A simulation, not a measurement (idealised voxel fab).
Documented hereafter: the process module known as voxel self aligned vias.
cross-section cut | 290 nm wide | cells 5 nm
Cross-section spec: square-cell grid; bands listed top down; each band is one or more rows.
Band: top and bottom heights (nm) first, top before bottom; then materials from left to right, widths in nm. "everywhere" marks a sole material filling the band edge to edge. "empty" denotes empty space.
For the purposes of this specification, 0 denotes the height below which the wafer in its as-received condition is composed wholly of one material, and the lowermost band, lacking a lower limit, extends downward without end, as expressed in "z 0 and below".
It should be noted that a width expressed as "30..40" varies in equal increments from row to row of cells within the band, taking the value of the first number at the top row and that of the second number at the bottom row.
Where the words "identical to before" appear for a step, the cross-section shows no cell changed by that step; every cell remained as before.
Closed empty spaces (no open way to the top) of 8 cells or more are what "Non-vented voids" lists, each as width x height at distance from the left edge, nm for all three.
Heads up: the bit after the settings on a step's line is the simulator's remark on that step.
A step line may carry the setting "overlay nm", which, for steps involving a mask, states the distance by which the mask lay to the right of its intended position; negative values denote displacement to the left.

## Steps in the process plan
- 1: op RECEIVE | material Si
- 2: op CONFORMAL_DEP | material SiO2 | thk nm 10
- 3: op CONFORMAL_DEP | material SiCN | thk nm 5
- 4: op DIRECTIONAL_DEP | material lowk | thk nm 30
- 5: op DIRECTIONAL_DEP | material aC | thk nm 10
- 6: op PATTERN | tone open | mask id LINES | material resist | width nm 20 | pitch nm 80 | thk nm 25 | overlay nm 0
- 7: op DIRECTIONAL_ETCH | etch materials aC | depth nm 10
- 8: op STRIP | etch materials resist
- 9: op DIRECTIONAL_ETCH | etch materials lowk | depth nm 30
- 10: op STRIP | etch materials aC
- 11: op CONFORMAL_DEP | material TiN | thk nm 5
- 12: op FILL_DEP | material Ru | thk nm 5
- 13: op CMP | height nm 45
- 14: op SELECTIVE_ETCH | etch materials W Ru TiN | depth nm 10
- 15: op FILL_DEP | material SiN | thk nm 5
- 16: op CMP | height nm 45
- 17: op DIRECTIONAL_DEP | material lowk | thk nm 15
- 18: op DIRECTIONAL_DEP | material aC | thk nm 15
- 19: op PATTERN | tone open | mask id VIAS | material resist | width nm 50 | pitch nm 80 | thk nm 35 | overlay nm 0
- 20: op DIRECTIONAL_ETCH | etch materials aC | depth nm 15
- 21: op STRIP | etch materials resist
- 22: op DIRECTIONAL_ETCH | etch materials lowk | depth nm 15
- 23: op DIRECTIONAL_ETCH | etch materials SiN | depth nm 10
- 24: op STRIP | etch materials aC
- 25: op CONFORMAL_DEP | material TiN | thk nm 5
- 26: op FILL_DEP | material Ru | thk nm 5
- 27: op CMP | height nm 60
- 28: op CONFORMAL_DEP | material SiCN | thk nm 5
Same starting wafers, different width nm at step 6. Plan value belongs to the first wafer.

## first wafer as received, after step 1
> z 0 and below  Si everywhere
> Non-vented voids: none

## The following table contains a row per wafer, in which are reported, at the conclusion of the module, the cells of each material gained (+) or lost (-) since the wafer's receipt, with its closed voids given thereafter
width nm 20 | +52 Ru | +116 SiCN | +116 SiO2 | +56 TiN | +414 lowk | Non-vented voids: none
width nm 25 | +62 Ru | +116 SiCN | +116 SiO2 | +58 TiN | +402 lowk | Non-vented voids: none
width nm 30 | +72 Ru | +116 SiCN | +116 SiO2 | +60 TiN | +390 lowk | Non-vented voids: none
width nm 35 | +82 Ru | +116 SiCN | +116 SiO2 | +62 TiN | +378 lowk | Non-vented voids: none
width nm 40 | +92 Ru | +116 SiCN | +116 SiO2 | +64 TiN | +366 lowk | Non-vented voids: none
width nm 45 | +102 Ru | +116 SiCN | +116 SiO2 | +66 TiN | +354 lowk | Non-vented voids: none
